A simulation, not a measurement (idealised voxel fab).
Process module heading - voxel released beams
In the cross-section labelled cut, the width is 190 nm and each square cell is 5 nm.
A cross-section is written here as square cells arranged in a grid, and it is given in bands from the top down, each band taking up one or more rows of cells.
Band: top and bottom heights (nm) first, top before bottom; then materials from left to right, widths in nm. "full width" marks a sole material filling the band edge to edge. "empty" denotes empty space.
Below 0: as-received wafer, all one material; heights counted from there. Lowest band: no bottom, goes on down, written "0 nm and below".
Graded width ("30..40"): value in top row of band = first number; value in bottom row = second number; row-to-row change constant.
Given "left unchanged" for a step, no cell of the cross-section differs between before and after that step.
In the "Closed void table" entry, you get each enclosed empty space of 8 cells or more, one with no open way to the top, written width x height at distance, distance from the left edge, in nm.
That trailing text on a step's line, after the settings, is the simulator's own remark on the step.
A step's line can hold "overlay nm"; with a mask on that step, the setting says how far right of the planned place the mask lay, while a negative setting says it lay to the left.
## Listed below are the process steps as planned
1) RECEIVE [material Si]
2) CONFORMAL_DEP [material Al2O3] [thk nm 5]
3) DIRECTIONAL_DEP [material SiO2] [thk nm 20]
4) MASKED_ETCH [tone open] [mask id ANCHOR] [width nm 35] [etch materials SiO2] [depth nm 20] [overlay nm 0]
5) CONFORMAL_DEP [material W] [thk nm 15]
6) DIRECTIONAL_DEP [material aC] [thk nm 10]
7) PATTERN [tone cover] [mask id BEAM] [material resist] [width nm 115] [thk nm 25] [overlay nm 0]
8) DIRECTIONAL_ETCH [etch materials aC] [depth nm 10]
9) STRIP [etch materials resist]
10) DIRECTIONAL_ETCH [etch materials W] [depth nm 15]
11) STRIP [etch materials aC]
12) STRIP [etch materials SiO2]
## Delivered wafer in cross-section: state after step 1
    0 nm and below: Si full width
    Closed void table: none
## Cross-section: first of two wafers, module finished, run according to plan
    40 nm to 25 nm: empty 35 nm, then W 20 nm, then empty 5 nm, then W 90 nm, then empty 40 nm
    25 nm to 20 nm: empty 40 nm, then W 15 nm, then empty 5 nm, then W 15 nm, then empty 115 nm
    20 nm to 5 nm: empty 40 nm, then W 35 nm, then empty 115 nm
    5 nm to 0 nm: Al2O3 full width
    0 nm and below: Si full width
    Closed void table: none
## Wafer two, sectioned after the module: the first wafer's start, the first wafer's plan, and one mistake in how it was run
    40 nm to 25 nm: empty 45 nm, then W 10 nm, then empty 5 nm, then W 100 nm, then empty 30 nm
    25 nm to 20 nm: empty 40 nm, then W 15 nm, then empty 5 nm, then W 15 nm, then empty 115 nm
    20 nm to 5 nm: empty 40 nm, then W 35 nm, then empty 115 nm
    5 nm to 0 nm: Al2O3 full width
    0 nm and below: Si full width
    Closed void table: none
Deviation noted in wafer processing: contrary to plan, step 7 was performed as PATTERN [tone cover] [mask id BEAM] [material resist] [width nm 115] [thk nm 25] [overlay nm 10]
At the close, every material occupies the same number of cells on the second wafer as on the first, only in different positions.
